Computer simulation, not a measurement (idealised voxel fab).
This is a process module. Its name is voxel capacitor over wiring.
Cross-section cut spans 275 nm and uses square cells 5 nm in size.
Heads up, the way a cross-section reads in here is a grid of square cells, handed over as bands from the top down, with every band being one or more rows of cells. Band entry format. Leading values: height of top, height of bottom, nm. Remainder: materials in left-to-right order, each with its width in nm. Special words: "throughout" on a single material, which then fills the band edge to edge; "empty", empty space. Heads up on the height convention: 0 is the point under which the incoming wafer is all one material, and the lowest band has no bottom, it just keeps going down, like "0 nm and below". Width "30..40": first value at the band's top row of cells, second value at its bottom row, equal change from row to row. "no alterations made" means the step left every cell of the cross-section as it was. Look at "Unvented internal voids" for the closed voids: empty spaces with no open path to the top, sized 8 cells or up. Each is width x height at distance, distance from the left edge, all nm. On each step's line, the part that comes after the settings is the simulator's own comment on the step. You can add "overlay nm" to a step's line. For a step with a mask, it describes how far the mask lay to the right of its planned position, and a negative number describes a lay to the left. Reading guide: pairs of cross-sections, before and after one process step; after view cut off at lowest changed band; step and settings listed under each pair. Pairs may stem from different runs of this module on the same starting wafer; continuity with the pair above only where the "Prior to processing" entry states it.
# Prior to processing
> 85 nm to 70 nm: SiO2 throughout
> 70 nm to 65 nm: SiO2 90, TiN 65, SiO2 120
> 65 nm to 60 nm: SiO2 90, SiN 65, SiO2 120
> 60 nm to 55 nm: SiO2 85, TiN 80, SiO2 110
> 55 nm to 40 nm: SiO2 90, TiN 5, Ru 5, TiN 5, SiO2 170
> 40 nm to 35 nm: SiCN 90, TiN 15, SiCN 170
> 35 nm to 15 nm: lowk 75, TiN 5, Cu 20, TiN 5, lowk 60, TiN 5, Cu 20, TiN 5, lowk 80
> 15 nm to 10 nm: SiCN 75, TiN 30, SiCN 60, TiN 30, SiCN 80
> 10 nm to 0 nm: SiO2 throughout
> 0 nm and below: Si throughout
> Unvented internal voids: none
# Cross-Section Thereafter
> 85 nm to 70 nm: SiO2 100, empty 15, SiO2 160
> Note: structure below 70 unchanged.
> Unvented internal voids: none
Step sandwiched between the two cross-sections above: MASKED_ETCH,tone open,mask id PLUG_2,width nm 15,etch materials SiO2,depth nm 15,overlay nm 0
Prior to processing: per the after cross-section of the pair just above.
# Cross-Section Thereafter
> 90 nm to 85 nm: TiN 105, empty 5, TiN 165
> 85 nm to 75 nm: SiO2 100, TiN 5, empty 5, TiN 5, SiO2 160
> 75 nm to 65 nm: SiO2 100..90, TiN 15..65, SiO2 160..120
> Note: structure below 65 unchanged.
> Unvented internal voids: none
Step sandwiched between the two cross-sections above: CONFORMAL_DEP,material TiN,thk nm 5
Prior to processing: per the after cross-section of the pair just above.
# Cross-Section Thereafter
> 95 nm to 90 nm: Ru throughout
> 90 nm to 85 nm: TiN 105, Ru 5, TiN 165
> 85 nm to 75 nm: SiO2 100, TiN 5, Ru 5, TiN 5, SiO2 160
> Note: structure below 75 unchanged.
> Unvented internal voids: none
Step sandwiched between the two cross-sections above: FILL_DEP,material Ru,thk nm 5
Prior to processing: per the after cross-section of the pair just above.
# Cross-Section Thereafter
> 85 nm to 75 nm: SiO2 100, TiN 5, Ru 5, TiN 5, SiO2 160
> Note: structure below 75 unchanged.
> Unvented internal voids: none
Step sandwiched between the two cross-sections above: CMP,height nm 85
Prior to processing: per the after cross-section of the pair just above.
# Cross-Section Thereafter
> 90 nm to 85 nm: SiN throughout
> Note: structure below 85 unchanged.
> Unvented internal voids: none
Step sandwiched between the two cross-sections above: CONFORMAL_DEP,material SiN,thk nm 5
# Prior to processing
> 55 nm to 40 nm: SiO2 throughout
> 40 nm to 35 nm: SiCN throughout
> 35 nm to 15 nm: lowk 75, TiN 5, Cu 20, TiN 5, lowk 60, TiN 5, Cu 20, TiN 5, lowk 80
> 15 nm to 10 nm: SiCN 75, TiN 30, SiCN 60, TiN 30, SiCN 80
> 10 nm to 0 nm: SiO2 throughout
> 0 nm and below: Si throughout
> Unvented internal voids: none
# Cross-Section Thereafter
> 75 nm to 55 nm: resist 100, empty 15, resist 160
> Note: structure below 55 unchanged.
> Unvented internal voids: none
Step sandwiched between the two cross-sections above: PATTERN,tone open,mask id PLUG_1,material resist,width nm 15,thk nm 20,overlay nm 10
Prior to processing: per the after cross-section of the pair just above.
# Cross-Section Thereafter
> 75 nm to 55 nm: resist 100, empty 15, resist 160
> 55 nm to 40 nm: SiO2 100, empty 15, SiO2 160
> Note: structure below 40 unchanged.
> Unvented internal voids: none
Step sandwiched between the two cross-sections above: DIRECTIONAL_ETCH,etch materials SiO2,depth nm 15
Prior to processing: per the after cross-section of the pair just above.
# Cross-Section Thereafter
> 75 nm to 55 nm: resist 100, empty 15, resist 160
> 55 nm to 40 nm: SiO2 100, empty 15, SiO2 160
> 40 nm to 35 nm: SiCN 100, empty 15, SiCN 160
> Note: structure below 35 unchanged.
> Unvented internal voids: none
Step sandwiched between the two cross-sections above: DIRECTIONAL_ETCH,etch materials SiCN,depth nm 5
Prior to processing: per the after cross-section of the pair just above.
# Cross-Section Thereafter
> 55 nm to 40 nm: SiO2 100, empty 15, SiO2 160
> Note: structure below 40 unchanged.
> Unvented internal voids: none
Step sandwiched between the two cross-sections above: STRIP,etch materials resist
Prior to processing: per the after cross-section of the pair just above.
# Cross-Section Thereafter
> 60 nm to 55 nm: TiN 105, empty 5, TiN 165
> 55 nm to 40 nm: SiO2 100, TiN 5, empty 5, TiN 5, SiO2 160
> 40 nm to 35 nm: SiCN 100, TiN 15, SiCN 160
> Note: structure below 35 unchanged.
> Unvented internal voids: none
Step sandwiched between the two cross-sections above: CONFORMAL_DEP,material TiN,thk nm 5
Prior to processing: per the after cross-section of the pair just above.
# Cross-Section Thereafter
> 70 nm to 60 nm: Ru throughout
> 60 nm to 55 nm: TiN 105, Ru 5, TiN 165
> 55 nm to 40 nm: SiO2 100, TiN 5, Ru 5, TiN 5, SiO2 160
> Note: structure below 40 unchanged.
> Unvented internal voids: none
Step sandwiched between the two cross-sections above: FILL_DEP,material Ru,thk nm 10
Prior to processing: per the after cross-section of the pair just above.
# Cross-Section Thereafter
> 55 nm to 40 nm: SiO2 100, TiN 5, Ru 5, TiN 5, SiO2 160
> Note: structure below 40 unchanged.
> Unvented internal voids: none
Step sandwiched between the two cross-sections above: CMP,height nm 55
Prior to processing: per the after cross-section of the pair just above.
# Cross-Section Thereafter
> 60 nm to 55 nm: TiN throughout
> Note: structure below 55 unchanged.
> Unvented internal voids: none
Step sandwiched between the two cross-sections above: DIRECTIONAL_DEP,material TiN,thk nm 5
Prior to processing: per the after cross-section of the pair just above.
# Cross-Section Thereafter
> 65 nm to 60 nm: SiN throughout
> Note: structure below 60 unchanged.
> Unvented internal voids: none
Step sandwiched between the two cross-sections above: DIRECTIONAL_DEP,material SiN,thk nm 5
Prior to processing: per the after cross-section of the pair just above.
# Cross-Section Thereafter
> 70 nm to 65 nm: TiN throughout
> Note: structure below 65 unchanged.
> Unvented internal voids: none
Step sandwiched between the two cross-sections above: DIRECTIONAL_DEP,material TiN,thk nm 5
Prior to processing: per the after cross-section of the pair just above.
# Cross-Section Thereafter
> 70 nm to 65 nm: empty 90, TiN 65, empty 120
> Note: structure below 65 unchanged.
> Unvented internal voids: none
Step sandwiched between the two cross-sections above: MASKED_ETCH,tone cover,mask id UPPER_PLATE,width nm 65,etch materials TiN,depth nm 5,overlay nm 0
Prior to processing: per the after cross-section of the pair just above.
# Cross-Section Thereafter
> 70 nm to 65 nm: empty 90, TiN 65, empty 120
> 65 nm to 60 nm: empty 90, SiN 65, empty 120
> Note: structure below 60 unchanged.
> Unvented internal voids: none
Step sandwiched between the two cross-sections above: MASKED_ETCH,tone cover,mask id UPPER_PLATE,width nm 65,etch materials SiN,depth nm 5,overlay nm 0
Prior to processing: per the after cross-section of the pair just above.
# Cross-Section Thereafter
> 85 nm to 70 nm: empty 85, resist 75, empty 115
> 70 nm to 65 nm: empty 85, resist 5, TiN 65, resist 5, empty 115
> 65 nm to 60 nm: empty 85, resist 5, SiN 65, resist 5, empty 115
> Note: structure below 60 unchanged.
> Unvented internal voids: none
Step sandwiched between the two cross-sections above: PATTERN,tone cover,mask id LOWER_PLATE,material resist,width nm 75,thk nm 15,overlay nm 0
Prior to processing: per the after cross-section of the pair just above.
# Cross-Section Thereafter
> 85 nm to 70 nm: empty 85, resist 75, empty 115
> 70 nm to 65 nm: empty 85, resist 5, TiN 65, resist 5, empty 115
> 65 nm to 60 nm: empty 85, resist 5, SiN 65, resist 5, empty 115
> 60 nm to 55 nm: empty 85, TiN 75, empty 115
> Note: structure below 55 unchanged.
> Unvented internal voids: none
Step sandwiched between the two cross-sections above: DIRECTIONAL_ETCH,etch materials TiN,depth nm 5
Prior to processing: per the after cross-section of the pair just above.
# Cross-Section Thereafter
> 70 nm to 65 nm: empty 90, TiN 65, empty 120
> 65 nm to 60 nm: empty 90, SiN 65, empty 120
> Note: structure below 60 unchanged.
> Unvented internal voids: none
Step sandwiched between the two cross-sections above: STRIP,etch materials resist
Prior to processing: per the after cross-section of the pair just above.
# Cross-Section Thereafter
> 90 nm to 70 nm: SiO2 throughout
> 70 nm to 65 nm: SiO2 90, TiN 65, SiO2 120
> 65 nm to 60 nm: SiO2 90, SiN 65, SiO2 120
> 60 nm to 55 nm: SiO2 85, TiN 75, SiO2 115
> Note: structure below 55 unchanged.
> Unvented internal voids: none
Step sandwiched between the two cross-sections above: FILL_DEP,material SiO2,thk nm 20
Prior to processing: per the after cross-section of the pair just above.
# Cross-Section Thereafter
> 85 nm to 70 nm: SiO2 throughout
> Note: structure below 70 unchanged.
> Unvented internal voids: none
Step sandwiched between the two cross-sections above: CMP,height nm 85
Prior to processing: per the after cross-section of the pair just above.
# Cross-Section Thereafter
> 85 nm to 70 nm: SiO2 100, empty 15, SiO2 160
> Note: structure below 70 unchanged.
> Unvented internal voids: none
Step sandwiched between the two cross-sections above: MASKED_ETCH,tone open,mask id PLUG_2,width nm 15,etch materials SiO2,depth nm 15,overlay nm 0
Prior to processing: per the after cross-section of the pair just above.
# Cross-Section Thereafter
> 90 nm to 85 nm: TiN 105, empty 5, TiN 165
> 85 nm to 75 nm: SiO2 100, TiN 5, empty 5, TiN 5, SiO2 160
> 75 nm to 65 nm: SiO2 100..90, TiN 15..65, SiO2 160..120
> Note: structure below 65 unchanged.
> Unvented internal voids: none
Step sandwiched between the two cross-sections above: CONFORMAL_DEP,material TiN,thk nm 5
Prior to processing: per the after cross-section of the pair just above.
# Cross-Section Thereafter
> 95 nm to 90 nm: Ru throughout
> 90 nm to 85 nm: TiN 105, Ru 5, TiN 165
> 85 nm to 75 nm: SiO2 100, TiN 5, Ru 5, TiN 5, SiO2 160
> Note: structure below 75 unchanged.
> Unvented internal voids: none
Step sandwiched between the two cross-sections above: FILL_DEP,material Ru,thk nm 5
Prior to processing: per the after cross-section of the pair just above.
# Cross-Section Thereafter
> 85 nm to 75 nm: SiO2 100, TiN 5, Ru 5, TiN 5, SiO2 160
> Note: structure below 75 unchanged.
> Unvented internal voids: none
Step sandwiched between the two cross-sections above: CMP,height nm 85
Prior to processing: per the after cross-section of the pair just above.
# Cross-Section Thereafter
> 90 nm to 85 nm: SiN throughout
> Note: structure below 85 unchanged.
> Unvented internal voids: none
Step sandwiched between the two cross-sections above: CONFORMAL_DEP,material SiN,thk nm 5
# Prior to processing
> 0 nm and below: Si throughout
> Unvented internal voids: none
# Cross-Section Thereafter
> 10 nm to 0 nm: SiN throughout
> Note: structure below 0 unchanged.
> Unvented internal voids: none
Step sandwiched between the two cross-sections above: CONFORMAL_DEP,material SiN,thk nm 10
Prior to processing: per the after cross-section of the pair just above.
# Cross-Section Thereafter
> 15 nm to 10 nm: SiCN throughout
> Note: structure below 10 unchanged.
> Unvented internal voids: none
Step sandwiched between the two cross-sections above: CONFORMAL_DEP,material SiCN,thk nm 5
Prior to processing: per the after cross-section of the pair just above.
# Cross-Section Thereafter
> 35 nm to 15 nm: lowk throughout
> Note: structure below 15 unchanged.
> Unvented internal voids: none
Step sandwiched between the two cross-sections above: DIRECTIONAL_DEP,material lowk,thk nm 20
Prior to processing: per the after cross-section of the pair just above.
# Cross-Section Thereafter
> 35 nm to 15 nm: lowk 75, empty 30, lowk 60, empty 30, lowk 80
> Note: structure below 15 unchanged.
> Unvented internal voids: none
Step sandwiched between the two cross-sections above: MASKED_ETCH,tone open,mask id METAL_1,width nm 30,pitch nm 90,etch materials lowk,depth nm 20,overlay nm 0
Prior to processing: per the after cross-section of the pair just above.
# Cross-Section Thereafter
> 35 nm to 15 nm: lowk 75, empty 30, lowk 60, empty 30, lowk 80
> 15 nm to 10 nm: SiCN 75, empty 30, SiCN 60, empty 30, SiCN 80
> Note: structure below 10 unchanged.
> Unvented internal voids: none
Step sandwiched between the two cross-sections above: MASKED_ETCH,tone open,mask id METAL_1,width nm 30,pitch nm 90,etch materials SiCN,depth nm 5,overlay nm 0
Prior to processing: per the after cross-section of the pair just above.
# Cross-Section Thereafter
> 40 nm to 35 nm: TiN 80, empty 20, TiN 70, empty 20, TiN 85
> 35 nm to 15 nm: lowk 75, TiN 5, empty 20, TiN 5, lowk 60, TiN 5, empty 20, TiN 5, lowk 80
> 15 nm to 10 nm: SiCN 75, TiN 30, SiCN 60, TiN 30, SiCN 80
> Note: structure below 10 unchanged.
> Unvented internal voids: none
Step sandwiched between the two cross-sections above: CONFORMAL_DEP,material TiN,thk nm 5
Prior to processing: per the after cross-section of the pair just above.
# Cross-Section Thereafter
> 45 nm to 40 nm: Cu throughout
> 40 nm to 35 nm: TiN 80, Cu 20, TiN 70, Cu 20, TiN 85
> 35 nm to 15 nm: lowk 75, TiN 5, Cu 20, TiN 5, lowk 60, TiN 5, Cu 20, TiN 5, lowk 80
> Note: structure below 15 unchanged.
> Unvented internal voids: none
Step sandwiched between the two cross-sections above: FILL_DEP,material Cu,thk nm 5
Prior to processing: per the after cross-section of the pair just above.
# Cross-Section Thereafter
> 35 nm to 15 nm: lowk 75, TiN 5, Cu 20, TiN 5, lowk 60, TiN 5, Cu 20, TiN 5, lowk 80
> Note: structure below 15 unchanged.
> Unvented internal voids: none
Step sandwiched between the two cross-sections above: CMP,height nm 35
Prior to processing: per the after cross-section of the pair just above.
# Cross-Section Thereafter
> 40 nm to 35 nm: SiCN throughout
> Note: structure below 35 unchanged.
> Unvented internal voids: none
Step sandwiched between the two cross-sections above: CONFORMAL_DEP,material SiCN,thk nm 5
Prior to processing: per the after cross-section of the pair just above.
# Cross-Section Thereafter
> 55 nm to 40 nm: SiO2 throughout
> Note: structure below 40 unchanged.
> Unvented internal voids: none
Step sandwiched between the two cross-sections above: DIRECTIONAL_DEP,material SiO2,thk nm 15
Prior to processing: per the after cross-section of the pair just above.
# Cross-Section Thereafter
> 75 nm to 55 nm: resist 90, empty 15, resist 170
> Note: structure below 55 unchanged.
> Unvented internal voids: none
Step sandwiched between the two cross-sections above: PATTERN,tone open,mask id PLUG_1,material resist,width nm 15,thk nm 20,overlay nm 0
Prior to processing: per the after cross-section of the pair just above.
# Cross-Section Thereafter
> 75 nm to 55 nm: resist 90, empty 15, resist 170
> 55 nm to 40 nm: SiO2 90, empty 15, SiO2 170
> Note: structure below 40 unchanged.
> Unvented internal voids: none
Step sandwiched between the two cross-sections above: DIRECTIONAL_ETCH,etch materials SiO2,depth nm 15
Prior to processing: per the after cross-section of the pair just above.
# Cross-Section Thereafter
> 75 nm to 55 nm: resist 90, empty 15, resist 170
> 55 nm to 40 nm: SiO2 90, empty 15, SiO2 170
> 40 nm to 35 nm: SiCN 90, empty 15, SiCN 170
> Note: structure below 35 unchanged.
> Unvented internal voids: none
Step sandwiched between the two cross-sections above: DIRECTIONAL_ETCH,etch materials SiCN,depth nm 5
Prior to processing: per the after cross-section of the pair just above.
# Cross-Section Thereafter
> 55 nm to 40 nm: SiO2 90, empty 15, SiO2 170
> Note: structure below 40 unchanged.
> Unvented internal voids: none
Step sandwiched between the two cross-sections above: STRIP,etch materials resist
Prior to processing: per the after cross-section of the pair just above.
# Cross-Section Thereafter
> 60 nm to 55 nm: TiN 95, empty 5, TiN 175
> 55 nm to 40 nm: SiO2 90, TiN 5, empty 5, TiN 5, SiO2 170
> 40 nm to 35 nm: SiCN 90, TiN 15, SiCN 170
> Note: structure below 35 unchanged.
> Unvented internal voids: none
Step sandwiched between the two cross-sections above: CONFORMAL_DEP,material TiN,thk nm 5
Prior to processing: per the after cross-section of the pair just above.
# Cross-Section Thereafter
> 70 nm to 60 nm: Ru throughout
> 60 nm to 55 nm: TiN 95, Ru 5, TiN 175
> 55 nm to 40 nm: SiO2 90, TiN 5, Ru 5, TiN 5, SiO2 170
> Note: structure below 40 unchanged.
> Unvented internal voids: none
Step sandwiched between the two cross-sections above: FILL_DEP,material Ru,thk nm 10
Prior to processing: per the after cross-section of the pair just above.
# Cross-Section Thereafter
> 55 nm to 40 nm: SiO2 90, TiN 5, Ru 5, TiN 5, SiO2 170
> Note: structure below 40 unchanged.
> Unvented internal voids: none
Step sandwiched between the two cross-sections above: CMP,height nm 55
Prior to processing: per the after cross-section of the pair just above.
# Cross-Section Thereafter
> 60 nm to 55 nm: TiN throughout
> Note: structure below 55 unchanged.
> Unvented internal voids: none
Step sandwiched between the two cross-sections above: DIRECTIONAL_DEP,material TiN,thk nm 5
Prior to processing: per the after cross-section of the pair just above.
# Cross-Section Thereafter
> 65 nm to 60 nm: SiN throughout
> Note: structure below 60 unchanged.
> Unvented internal voids: none
Step sandwiched between the two cross-sections above: DIRECTIONAL_DEP,material SiN,thk nm 5
Prior to processing: per the after cross-section of the pair just above.
# Cross-Section Thereafter
> 70 nm to 65 nm: TiN throughout
> Note: structure below 65 unchanged.
> Unvented internal voids: none
Step sandwiched between the two cross-sections above: DIRECTIONAL_DEP,material TiN,thk nm 5
Prior to processing: per the after cross-section of the pair just above.
# Cross-Section Thereafter
> 70 nm to 65 nm: empty 90, TiN 65, empty 120
> Note: structure below 65 unchanged.
> Unvented internal voids: none
Step sandwiched between the two cross-sections above: MASKED_ETCH,tone cover,mask id UPPER_PLATE,width nm 65,etch materials TiN,depth nm 5,overlay nm 0
Prior to processing: per the after cross-section of the pair just above.
# Cross-Section Thereafter
> 70 nm to 65 nm: empty 90, TiN 65, empty 120
> 65 nm to 60 nm: empty 90, SiN 65, empty 120
> Note: structure below 60 unchanged.
> Unvented internal voids: none
Step sandwiched between the two cross-sections above: MASKED_ETCH,tone cover,mask id UPPER_PLATE,width nm 65,etch materials SiN,depth nm 5,overlay nm 0
Prior to processing: per the after cross-section of the pair just above.
# Cross-Section Thereafter
> 85 nm to 70 nm: empty 85, resist 75, empty 115
> 70 nm to 65 nm: empty 85, resist 5, TiN 65, resist 5, empty 115
> 65 nm to 60 nm: empty 85, resist 5, SiN 65, resist 5, empty 115
> Note: structure below 60 unchanged.
> Unvented internal voids: none
Step sandwiched between the two cross-sections above: PATTERN,tone cover,mask id LOWER_PLATE,material resist,width nm 75,thk nm 15,overlay nm 0
Prior to processing: per the after cross-section of the pair just above.
# Cross-Section Thereafter
> 85 nm to 70 nm: empty 85, resist 75, empty 115
> 70 nm to 65 nm: empty 85, resist 5, TiN 65, resist 5, empty 115
> 65 nm to 60 nm: empty 85, resist 5, SiN 65, resist 5, empty 115
> 60 nm to 55 nm: empty 85, TiN 75, empty 115
> Note: structure below 55 unchanged.
> Unvented internal voids: none
Step sandwiched between the two cross-sections above: DIRECTIONAL_ETCH,etch materials TiN,depth nm 5
Prior to processing: per the after cross-section of the pair just above.
# Cross-Section Thereafter
> 70 nm to 65 nm: empty 90, TiN 65, empty 120
> 65 nm to 60 nm: empty 90, SiN 65, empty 120
> Note: structure below 60 unchanged.
> Unvented internal voids: none
Step sandwiched between the two cross-sections above: STRIP,etch materials resist
Prior to processing: per the after cross-section of the pair just above.
# Cross-Section Thereafter
> 90 nm to 70 nm: SiO2 throughout
> 70 nm to 65 nm: SiO2 90, TiN 65, SiO2 120
> 65 nm to 60 nm: SiO2 90, SiN 65, SiO2 120
> 60 nm to 55 nm: SiO2 85, TiN 75, SiO2 115
> Note: structure below 55 unchanged.
> Unvented internal voids: none
Step sandwiched between the two cross-sections above: FILL_DEP,material SiO2,thk nm 20
Prior to processing: per the after cross-section of the pair just above.
# Cross-Section Thereafter
> 85 nm to 70 nm: SiO2 throughout
> Note: structure below 70 unchanged.
> Unvented internal voids: none
Step sandwiched between the two cross-sections above: CMP,height nm 85
Prior to processing: per the after cross-section of the pair just above.
# Cross-Section Thereafter
> 85 nm to 70 nm: SiO2 100, empty 15, SiO2 160
> Note: structure below 70 unchanged.
> Unvented internal voids: none
Step sandwiched between the two cross-sections above: MASKED_ETCH,tone open,mask id PLUG_2,width nm 15,etch materials SiO2,depth nm 15,overlay nm 0
Prior to processing: per the after cross-section of the pair just above.
# Cross-Section Thereafter
> 90 nm to 85 nm: TiN 105, empty 5, TiN 165
> 85 nm to 75 nm: SiO2 100, TiN 5, empty 5, TiN 5, SiO2 160
> 75 nm to 65 nm: SiO2 100..90, TiN 15..65, SiO2 160..120
> Note: structure below 65 unchanged.
> Unvented internal voids: none
Step sandwiched between the two cross-sections above: CONFORMAL_DEP,material TiN,thk nm 5
Prior to processing: per the after cross-section of the pair just above.
# Cross-Section Thereafter
> 95 nm to 90 nm: Ru throughout
> 90 nm to 85 nm: TiN 105, Ru 5, TiN 165
> 85 nm to 75 nm: SiO2 100, TiN 5, Ru 5, TiN 5, SiO2 160
> Note: structure below 75 unchanged.
> Unvented internal voids: none
Step sandwiched between the two cross-sections above: FILL_DEP,material Ru,thk nm 5
Prior to processing: per the after cross-section of the pair just above.
# Cross-Section Thereafter
> 85 nm to 75 nm: SiO2 100, TiN 5, Ru 5, TiN 5, SiO2 160
> Note: structure below 75 unchanged.
> Unvented internal voids: none
Step sandwiched between the two cross-sections above: CMP,height nm 85
Prior to processing: per the after cross-section of the pair just above.
# Cross-Section Thereafter
> 90 nm to 85 nm: SiN throughout
> Note: structure below 85 unchanged.
> Unvented internal voids: none
Step sandwiched between the two cross-sections above: CONFORMAL_DEP,material SiN,thk nm 5
# Prior to processing
> 70 nm to 65 nm: TiN throughout
> 65 nm to 60 nm: SiN throughout
> 60 nm to 55 nm: TiN throughout
> 55 nm to 40 nm: SiO2 90, TiN 5, Ru 5, TiN 5, SiO2 170
> 40 nm to 35 nm: SiCN 90, TiN 15, SiCN 170
> 35 nm to 15 nm: lowk 75, TiN 5, Cu 20, TiN 5, lowk 60, TiN 5, Cu 20, TiN 5, lowk 80
> 15 nm to 10 nm: SiCN 75, TiN 30, SiCN 60, TiN 30, SiCN 80
> 10 nm to 0 nm: SiO2 throughout
> 0 nm and below: Si throughout
> Unvented internal voids: none
# Cross-Section Thereafter
> 70 nm to 65 nm: TiN 90, empty 65, TiN 120
> Note: structure below 65 unchanged.
> Unvented internal voids: none
Step sandwiched between the two cross-sections above: MASKED_ETCH,tone open,mask id UPPER_PLATE,width nm 65,etch materials TiN,depth nm 5,overlay nm 0
Prior to processing: per the after cross-section of the pair just above.
# Cross-Section Thereafter
> 85 nm to 70 nm: empty 85, resist 75, empty 115
> 70 nm to 65 nm: TiN 90, resist 65, TiN 120
> Note: structure below 65 unchanged.
> Unvented internal voids: none
Step sandwiched between the two cross-sections above: PATTERN,tone cover,mask id LOWER_PLATE,material resist,width nm 75,thk nm 15,overlay nm 0
Prior to processing: per the after cross-section of the pair just above.
# Cross-Section Thereafter
> 85 nm to 70 nm: empty 85, resist 75, empty 115
> 70 nm to 65 nm: empty 85, TiN 5, resist 65, TiN 5, empty 115
> Note: structure below 65 unchanged.
> Unvented internal voids: none
Step sandwiched between the two cross-sections above: DIRECTIONAL_ETCH,etch materials TiN,depth nm 5
Prior to processing: per the after cross-section of the pair just above.
# Cross-Section Thereafter
> 70 nm to 65 nm: empty 85, TiN 5, empty 65, TiN 5, empty 115
> Note: structure below 65 unchanged.
> Unvented internal voids: none
Step sandwiched between the two cross-sections above: STRIP,etch materials resist
Prior to processing: per the after cross-section of the pair just above.
# Cross-Section Thereafter
> 90 nm to 70 nm: SiO2 throughout
> 70 nm to 65 nm: SiO2 85, TiN 5, SiO2 65, TiN 5, SiO2 115
> Note: structure below 65 unchanged.
> Unvented internal voids: none
Step sandwiched between the two cross-sections above: FILL_DEP,material SiO2,thk nm 20
Prior to processing: per the after cross-section of the pair just above.
# Cross-Section Thereafter
> 85 nm to 70 nm: SiO2 throughout
> Note: structure below 70 unchanged.
> Unvented internal voids: none
Step sandwiched between the two cross-sections above: CMP,height nm 85
Prior to processing: per the after cross-section of the pair just above.
# Cross-Section Thereafter
> 85 nm to 70 nm: SiO2 100, empty 15, SiO2 160
> Note: structure below 70 unchanged.
> Unvented internal voids: none
Step sandwiched between the two cross-sections above: MASKED_ETCH,tone open,mask id PLUG_2,width nm 15,etch materials SiO2,depth nm 15,overlay nm 0
Prior to processing: per the after cross-section of the pair just above.
# Cross-Section Thereafter
> 90 nm to 85 nm: TiN 105, empty 5, TiN 165
> 85 nm to 75 nm: SiO2 100, TiN 5, empty 5, TiN 5, SiO2 160
> 75 nm to 70 nm: SiO2 100, TiN 15, SiO2 160
> Note: structure below 70 unchanged.
> Unvented internal voids: none
Step sandwiched between the two cross-sections above: CONFORMAL_DEP,material TiN,thk nm 5
Prior to processing: per the after cross-section of the pair just above.
# Cross-Section Thereafter
> 95 nm to 90 nm: Ru throughout
> 90 nm to 85 nm: TiN 105, Ru 5, TiN 165
> 85 nm to 75 nm: SiO2 100, TiN 5, Ru 5, TiN 5, SiO2 160
> Note: structure below 75 unchanged.
> Unvented internal voids: none
Step sandwiched between the two cross-sections above: FILL_DEP,material Ru,thk nm 5
Prior to processing: per the after cross-section of the pair just above.
# Cross-Section Thereafter
> 85 nm to 75 nm: SiO2 100, TiN 5, Ru 5, TiN 5, SiO2 160
> Note: structure below 75 unchanged.
> Unvented internal voids: none
Step sandwiched between the two cross-sections above: CMP,height nm 85
Prior to processing: per the after cross-section of the pair just above.
# Cross-Section Thereafter
> 90 nm to 85 nm: SiN throughout
> Note: structure below 85 unchanged.
> Unvented internal voids: none
Step sandwiched between the two cross-sections above: CONFORMAL_DEP,material SiN,thk nm 5
